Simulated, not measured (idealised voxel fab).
process module | voxel released beams
cross-section cut | 150 nm wide | cells 5 nm
A cross-section is a grid of square cells, given in bands from the top down. A band is one or more rows of cells.
Each band's line starts with the height of the band's top and of its bottom, in nm. Then come its materials from left to right, each with its width in nm. One material with "throughout" fills the band from edge to edge. "air" is empty space.
Height 0 is the level under which the wafer as received is all one material. The lowest band goes on downwards, as in "0 down".
A width such as "30 to 40" changes by the same amount from each row of cells to the next, from the band's top row to its bottom row.
"no change" after a step means that no cell of the cross-section changed.
closed voids: empty space of 8 cells or more with no open way to the top, each as width x height at its distance from the left edge, in nm
after a step's settings: what the simulator itself notes on the step
overlay nm, on a step with a mask: how far to the right of its planned place the mask lay; to the left if negative
plan
1 op RECEIVE | material Si
2 op CONFORMAL_DEP | material Al2O3 | thk nm 5
3 op DIRECTIONAL_DEP | material SiO2 | thk nm 20
4 op DIRECTIONAL_DEP | material aC | thk nm 10
5 op PATTERN | tone open | mask id ANCHOR | material resist | width nm 40 | thk nm 30 | overlay nm 0
6 op DIRECTIONAL_ETCH | etch materials aC | depth nm 10
7 op STRIP | etch materials resist
8 op DIRECTIONAL_ETCH | etch materials SiO2 | depth nm 20
9 op STRIP | etch materials aC
10 op CONFORMAL_DEP | material polySi | thk nm 15
11 op PATTERN | tone cover | mask id BEAM | material resist | width nm 115 | thk nm 15 | overlay nm 0
12 op DIRECTIONAL_ETCH | etch materials polySi | depth nm 15
13 op STRIP | etch materials resist
14 op STRIP | etch materials SiO2
first wafer, as planned
as received, after step 1
  0 down: Si throughout
  closed voids: none
after step 2
  5 to 0: Al2O3 throughout
  below 0: unchanged
after step 3
  25 to 5: SiO2 throughout
  below 5: unchanged
after step 4
  35 to 25: aC throughout
  below 25: unchanged
after step 5
  65 to 35: resist 20 | air 40 | resist 90
  below 35: unchanged
after step 6
  55 to 35: resist 20 | air 40 | resist 90
  35 to 25: aC 20 | air 40 | aC 90
  below 25: unchanged
after step 7
  35 to 25: aC 20 | air 40 | aC 90
  below 25: unchanged
after step 8
  35 to 25: aC 20 | air 40 | aC 90
  25 to 5: SiO2 20 | air 40 | SiO2 90
  below 5: unchanged
after step 9
  25 to 5: SiO2 20 | air 40 | SiO2 90
  below 5: unchanged
after step 10
  40 to 25: polySi 35 | air 10 | polySi 105
  25 to 20: SiO2 20 | polySi 15 | air 10 | polySi 15 | SiO2 90
  20 to 5: SiO2 20 | polySi 40 | SiO2 90
  below 5: unchanged
after step 11
  55 to 40: air 15 | resist 115 | air 20
  40 to 25: polySi 35 | resist 10 | polySi 105
  25 to 20: SiO2 20 | polySi 15 | resist 10 | polySi 15 | SiO2 90
  below 20: unchanged
after step 12
  55 to 40: air 15 | resist 115 | air 20
  40 to 25: air 15 | polySi 20 | resist 10 | polySi 85 | air 20
  below 25: unchanged
after step 13
  40 to 25: air 15 | polySi 20 | air 10 | polySi 85 | air 20
  25 to 20: SiO2 20 | polySi 15 | air 10 | polySi 15 | SiO2 90
  below 20: unchanged
after step 14
  40 to 25: air 15 | polySi 20 | air 10 | polySi 85 | air 20
  25 to 20: air 20 | polySi 15 | air 10 | polySi 15 | air 90
  20 to 5: air 20 | polySi 40 | air 90
  below 5: unchanged
second wafer: like start, like plan, one mistake. Through step 4 it matches the first wafer
when step 5 should have ended
  65 to 35: resist 25 | air 40 | resist 85
  below 35: unchanged
when step 6 should have ended
  55 to 35: resist 25 | air 40 | resist 85
  35 to 25: aC 25 | air 40 | aC 85
  below 25: unchanged
when step 7 should have ended
  35 to 25: aC 25 | air 40 | aC 85
  below 25: unchanged
when step 8 should have ended
  35 to 25: aC 25 | air 40 | aC 85
  25 to 5: SiO2 25 | air 40 | SiO2 85
  below 5: unchanged
when step 9 should have ended
  25 to 5: SiO2 25 | air 40 | SiO2 85
  below 5: unchanged
when step 10 should have ended
  40 to 25: polySi 40 | air 10 | polySi 100
  25 to 20: SiO2 25 | polySi 15 | air 10 | polySi 15 | SiO2 85
  20 to 5: SiO2 25 | polySi 40 | SiO2 85
  below 5: unchanged
when step 11 should have ended
  55 to 40: air 15 | resist 115 | air 20
  40 to 25: polySi 40 | resist 10 | polySi 100
  25 to 20: SiO2 25 | polySi 15 | resist 10 | polySi 15 | SiO2 85
  below 20: unchanged
when step 12 should have ended
  55 to 40: air 15 | resist 115 | air 20
  40 to 25: air 15 | polySi 25 | resist 10 | polySi 80 | air 20
  below 25: unchanged
when step 13 should have ended
  40 to 25: air 15 | polySi 25 | air 10 | polySi 80 | air 20
  25 to 20: SiO2 25 | polySi 15 | air 10 | polySi 15 | SiO2 85
  below 20: unchanged
when step 14 should have ended
  40 to 25: air 15 | polySi 25 | air 10 | polySi 80 | air 20
  25 to 20: air 25 | polySi 15 | air 10 | polySi 15 | air 85
  20 to 5: air 25 | polySi 40 | air 85
  below 5: unchanged
what went wrong: step 5 ran as: op PATTERN | tone open | mask id ANCHOR | material resist | width nm 40 | thk nm 30 | overlay nm 5
at the end the second wafer has, in cells: as many of each material as the first, in other places
